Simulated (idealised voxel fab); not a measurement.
Name of the process module below: voxel self aligned vias
Square cells of 5 nm make up the cross-section cut, whose width is 185 nm.
Throughout this document, each cross-section is represented as a grid of square cells and is presented as a sequence of bands enumerated from the top downward, where a band comprises one or more rows of cells. Top height, bottom height, nm. Materials left to right, width each, nm. Single material + "all across" = fills band edge to edge. "empty" = empty. Heights are reckoned from 0. Under this level, the received wafer is all of one material. The bottommost band is open-ended downward, for example "z 0 and below". A width given as "30..40" starts at the first number in the band's top row and ends at the second number in its bottom row, shifting by an equal amount at every step from row to row. Reading "everything unchanged" for a step: not a cell of the cross-section changed in it. In "Cavities, closed" the enclosed voids are listed, meaning empty spaces of 8 cells or larger without any opening to the top. The form is width x height at distance, distance from the left edge, units nm. Where a step's line continues beyond its settings, the continuation is a remark by the simulator itself on that step. overlay nm: for a step with a mask, the amount by which the mask lay right of where it was planned; a negative amount means left of it.
**Planned process steps**
1: RECEIVE | material Si
2: CONFORMAL_DEP | material SiO2 | thk nm 10
3: CONFORMAL_DEP | material SiCN | thk nm 5
4: DIRECTIONAL_DEP | material SiO2 | thk nm 25
5: MASKED_ETCH | tone open | mask id LINES | width nm 20 | pitch nm 70 | etch materials SiO2 | depth nm 25 | overlay nm 0
6: CONFORMAL_DEP | material TiN | thk nm 5
7: FILL_DEP | material Ru | thk nm 10
8: CMP | height nm 40
9: SELECTIVE_ETCH | etch materials W Ru TiN | depth nm 10
10: FILL_DEP | material SiN | thk nm 10
11: CMP | height nm 40
12: DIRECTIONAL_DEP | material SiO2 | thk nm 15
13: DIRECTIONAL_DEP | material aC | thk nm 10
14: PATTERN | tone open | mask id VIAS | material resist | width nm 40 | pitch nm 70 | thk nm 25 | overlay nm 0
15: DIRECTIONAL_ETCH | etch materials aC | depth nm 10
16: STRIP | etch materials resist
17: DIRECTIONAL_ETCH | etch materials SiO2 | depth nm 15
18: DIRECTIONAL_ETCH | etch materials SiN | depth nm 10
19: STRIP | etch materials aC
20: CONFORMAL_DEP | material TiN | thk nm 5
21: FILL_DEP | material Ru | thk nm 5
22: CMP | height nm 55
23: CONFORMAL_DEP | material SiN | thk nm 5
**as received, after step 1**
z 0 and below | Si all across
Cavities, closed: none
**Final wafer profile in cross-section after the module, from the same start and plan as above, with one mistake made during processing**
z 60 to 55 | SiN all across
z 55 to 45 | 35 of SiO2, 5 of TiN, 30 of Ru, 5 of TiN, 30 of SiO2, 5 of TiN, 30 of Ru, 5 of TiN, 40 of SiO2
z 45 to 35 | 35 of SiO2, 5 of TiN, 10 of Ru, 25..5 of TiN, 30..50 of SiO2, 5 of TiN, 10 of Ru, 25..5 of TiN, 40..60 of SiO2
z 35 to 30 | 35 of SiO2, 20 of TiN, 50 of SiO2, 20 of TiN, 60 of SiO2
z 30 to 20 | 35 of SiO2, 5 of TiN, 10 of Ru, 5 of TiN, 50 of SiO2, 5 of TiN, 10 of Ru, 5 of TiN, 60 of SiO2
z 20 to 15 | 35 of SiO2, 20 of TiN, 50 of SiO2, 20 of TiN, 60 of SiO2
z 15 to 10 | SiCN all across
z 10 to 0 | SiO2 all across
z 0 and below | Si all across
Cavities, closed: none
The mistake made against the process plan was this: step 5, actual vs plan mismatch, actual run MASKED_ETCH | tone open | mask id LINES | width nm 20 | pitch nm 70 | etch materials SiO2 | depth nm 25 | overlay nm -10
